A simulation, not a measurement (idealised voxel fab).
process module | voxel transistor to metal
cross-section cut | 270 nm wide | cells 5 nm
A cross-section is a grid of square cells, given in bands from the top down. A band is one or more rows of cells.
Each band's line starts with the height of the band's top and of its bottom, in nm. Then come its materials from left to right, each with its width in nm. One material with "throughout" fills the band from edge to edge. "air" is empty space.
Height 0 is the level under which the wafer as received is all one material. The lowest band goes on downwards, as in "0 down".
A width such as "30 to 40" changes by the same amount from each row of cells to the next, from the band's top row to its bottom row.
"no change" after a step means that no cell of the cross-section changed.
closed voids: empty space of 8 cells or more with no open way to the top, each as width x height at its distance from the left edge, in nm
after a step's settings: what the simulator itself notes on the step
overlay nm, on a step with a mask: how far to the right of its planned place the mask lay; to the left if negative
plan
1 op RECEIVE | material Si
2 op OXIDIZE | depth nm 5
3 op CONFORMAL_DEP | material SiN | thk nm 15
4 op DIRECTIONAL_DEP | material aC | thk nm 10
5 op PATTERN | tone cover | mask id ACTIVE | material resist | width nm 105 | pitch nm 125 | thk nm 30 | overlay nm 0
6 op DIRECTIONAL_ETCH | etch materials aC | depth nm 10
7 op STRIP | etch materials resist
8 op DIRECTIONAL_ETCH | etch materials SiN | depth nm 15
9 op DIRECTIONAL_ETCH | etch materials SiO2 | depth nm 5
10 op DIRECTIONAL_ETCH | etch materials Si | depth nm 30
11 op STRIP | etch materials aC
12 op FILL_DEP | material SiO2 | thk nm 10
13 op CMP | height nm 15
14 op SELECTIVE_ETCH | etch materials SiO2 | depth nm 15
15 op STRIP | etch materials SiN
16 op SELECTIVE_ETCH | etch materials SiO2 | depth nm 5
17 op OXIDIZE | depth nm 5
18 op DIRECTIONAL_DEP | material polySi | thk nm 20
19 op DIRECTIONAL_DEP | material SiCN | thk nm 15
20 op MASKED_ETCH | tone cover | mask id GATE | width nm 25 | pitch nm 125 | etch materials SiCN | depth nm 25 | overlay nm 0
21 op MASKED_ETCH | tone cover | mask id GATE | width nm 25 | pitch nm 125 | etch materials polySi | depth nm 30 | overlay nm 0
22 op CONFORMAL_DEP | material SiO2 | thk nm 5
23 op DIRECTIONAL_ETCH | etch materials SiO2 | depth nm 5
24 op CONFORMAL_DEP | material SiN | thk nm 5
25 op DIRECTIONAL_ETCH | etch materials SiN | depth nm 5
26 op DIRECTIONAL_ETCH | etch materials SiO2 | depth nm 5
27 op EPI | material nSi | thk nm 5
28 op FILL_DEP | material SiO2 | thk nm 10
29 op CMP | height nm 30
30 op DIRECTIONAL_DEP | material SiO2 | thk nm 15
31 op DIRECTIONAL_DEP | material aC | thk nm 15
32 op PATTERN | tone open | mask id CONTACT | material resist | width nm 30 | thk nm 35 | overlay nm 0
33 op DIRECTIONAL_ETCH | etch materials aC | depth nm 15
34 op STRIP | etch materials resist
35 op DIRECTIONAL_ETCH | etch materials SiO2 | depth nm 50
36 op STRIP | etch materials aC
37 op CONFORMAL_DEP | material TiN | thk nm 5
38 op FILL_DEP | material Ru | thk nm 10
39 op CMP | height nm 45
40 op DIRECTIONAL_DEP | material TiN | thk nm 5
41 op DIRECTIONAL_DEP | material W | thk nm 25
42 op MASKED_ETCH | tone cover | mask id METAL_1 | width nm 20 | etch materials W | depth nm 25 | overlay nm 0
43 op MASKED_ETCH | tone cover | mask id METAL_1 | width nm 20 | etch materials TiN | depth nm 5 | overlay nm 0
44 op FILL_DEP | material lowk | thk nm 5
45 op CMP | height nm 75
46 op CONFORMAL_DEP | material SiN | thk nm 5
as received, after step 1
  0 down: Si throughout
  closed voids: none
a wafer at the end: this start, this plan, one mistake
  80 to 75: SiN throughout
  75 to 50: lowk 25 | W 20 | lowk 55 | W 20 | lowk 30 | W 20 | lowk 55 | W 20 | lowk 25
  50 to 45: lowk 25 | TiN 20 | lowk 55 | TiN 20 | lowk 30 | TiN 20 | lowk 55 | TiN 20 | lowk 25
  45 to 35: SiO2 25 | TiN 5 | Ru 20 | TiN 5 | SiO2 35 | TiN 5 | Ru 20 | TiN 5 | SiO2 30 | TiN 5 | Ru 20 | TiN 5 | SiO2 35 | TiN 5 | Ru 20 | TiN 5 | SiO2 25
  35 to 30: SiO2 25 | TiN 5 | Ru 15 | TiN 10 | SiO2 35 | TiN 10 | Ru 15 | TiN 5 | SiO2 30 | TiN 5 | Ru 15 | TiN 10 | SiO2 35 | TiN 10 | Ru 15 | TiN 5 | SiO2 25
  30 to 25: SiO2 25 | TiN 5 | Ru 15 | TiN 5 | SiN 5 | SiO2 5 | SiCN 25 | SiO2 5 | SiN 5 | TiN 5 | Ru 15 | TiN 5 | SiO2 30 | TiN 5 | Ru 15 | TiN 5 | SiN 5 | SiO2 5 | SiCN 25 | SiO2 5 | SiN 5 | TiN 5 | Ru 15 | TiN 5 | SiO2 25
  25 to 20: SiO2 25 | TiN 25 | SiN 5 | SiO2 5 | SiCN 25 | SiO2 5 | SiN 5 | TiN 25 | SiO2 30 | TiN 25 | SiN 5 | SiO2 5 | SiCN 25 | SiO2 5 | SiN 5 | TiN 25 | SiO2 25
  20 to 15: SiCN throughout
  15 to -5: polySi throughout
  -5 to -10: SiO2 throughout
  -10 to -35: SiO2 20 | Si 105 | SiO2 20 | Si 105 | SiO2 20
  -35 down: Si throughout
  closed voids: none
what went wrong: step 19 was run twice
